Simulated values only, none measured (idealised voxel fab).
This is a process module. Its name is voxel ribs on slabs.
The cross-section shown here is cut; it is 140 nm wide and divided into square cells measuring 5 nm on a side.
The cross-sections in this document take the form of a grid made of square cells. They are written out as bands, in order from top to bottom. Each band consists of one or more rows of cells.
Look at the band entry: it leads with the top's height and the bottom's height in nm. Then it lists the materials left to right, with a width in nm for each. The word "full width" on a single material says that material fills the band edge to edge. The word "air" is empty space.
For the purposes of this specification, 0 denotes the height below which the wafer in its as-received condition is composed wholly of one material, and the lowermost band, lacking a lower limit, extends downward without end, as expressed in "from 0 down".
The notation "30..40" denotes a width that varies across the rows of cells in the band, beginning at the first number in the top row, finishing at the second number in the bottom row, and changing by an identical amount from each row to the next.
"all unchanged" (step): cross-section cells unchanged, all of them.
"Unvented voids" lists enclosed empty spaces (at least 8 cells, no open path upward to the top), each as width x height at distance from the left edge, in nm.
Formally, on a step line, whatever follows the settings is a remark that the simulator itself makes on the step.
The optional step-line setting "overlay nm" applies to steps with a mask and quantifies how far to the right of its planned location the mask lay, a negative value indicating leftward placement.
Intended process steps:
step 1: op RECEIVE | material Si
step 2: op DIRECTIONAL_DEP | material SiO2 | thk nm 25
step 3: op DIRECTIONAL_DEP | material polySi | thk nm 25
step 4: op MASKED_ETCH | tone cover | mask id RIB | width nm 25 | etch materials polySi | depth nm 20 | overlay nm 0
step 5: op MASKED_ETCH | tone cover | mask id SLAB | width nm 85 | etch materials polySi | depth nm 5 | overlay nm 0
step 6: op FILL_DEP | material SiO2 | thk nm 15
step 7: op CMP | height nm 60
step 8: op DIRECTIONAL_DEP | material TiN | thk nm 10
step 9: op MASKED_ETCH | tone cover | mask id HEATER | width nm 35 | etch materials TiN | depth nm 10 | overlay nm 0
step 10: op CONFORMAL_DEP | material SiO2 | thk nm 5
Incoming wafer in cross-section (state: after step 1):
    from 0 down: Si full width
    Unvented voids: none
Module complete - cross-section of the first of two wafers, run according to plan:
    from 75 to 70: 45 air, then 45 SiO2, then 50 air
    from 70 to 65: 45 air, then 5 SiO2, then 35 TiN, then 5 SiO2, then 50 air
    from 65 to 60: 50 SiO2, then 35 TiN, then 55 SiO2
    from 60 to 50: SiO2 full width
    from 50 to 30: 55 SiO2, then 25 polySi, then 60 SiO2
    from 30 to 25: 25 SiO2, then 85 polySi, then 30 SiO2
    from 25 to 0: SiO2 full width
    from 0 down: Si full width
    Unvented voids: none
Cross-sectional image of the second wafer of the two following completion of the module. Starting state and process plan were the same as for the first wafer; one execution error occurred:
    from 75 to 70: 45 air, then 45 SiO2, then 50 air
    from 70 to 65: 45 air, then 5 SiO2, then 35 TiN, then 5 SiO2, then 50 air
    from 65 to 60: 50 SiO2, then 35 TiN, then 55 SiO2
    from 60 to 50: SiO2 full width
    from 50 to 30: 65 SiO2, then 25 polySi, then 50 SiO2
    from 30 to 25: 25 SiO2, then 85 polySi, then 30 SiO2
    from 25 to 0: SiO2 full width
    from 0 down: Si full width
    Unvented voids: none
Nonconformance to the process plan: step 4: run off-plan, actual operation and settings op MASKED_ETCH | tone cover | mask id RIB | width nm 25 | etch materials polySi | depth nm 20 | overlay nm 10
End check, second vs first wafer: material counts in cells match, positions do not.
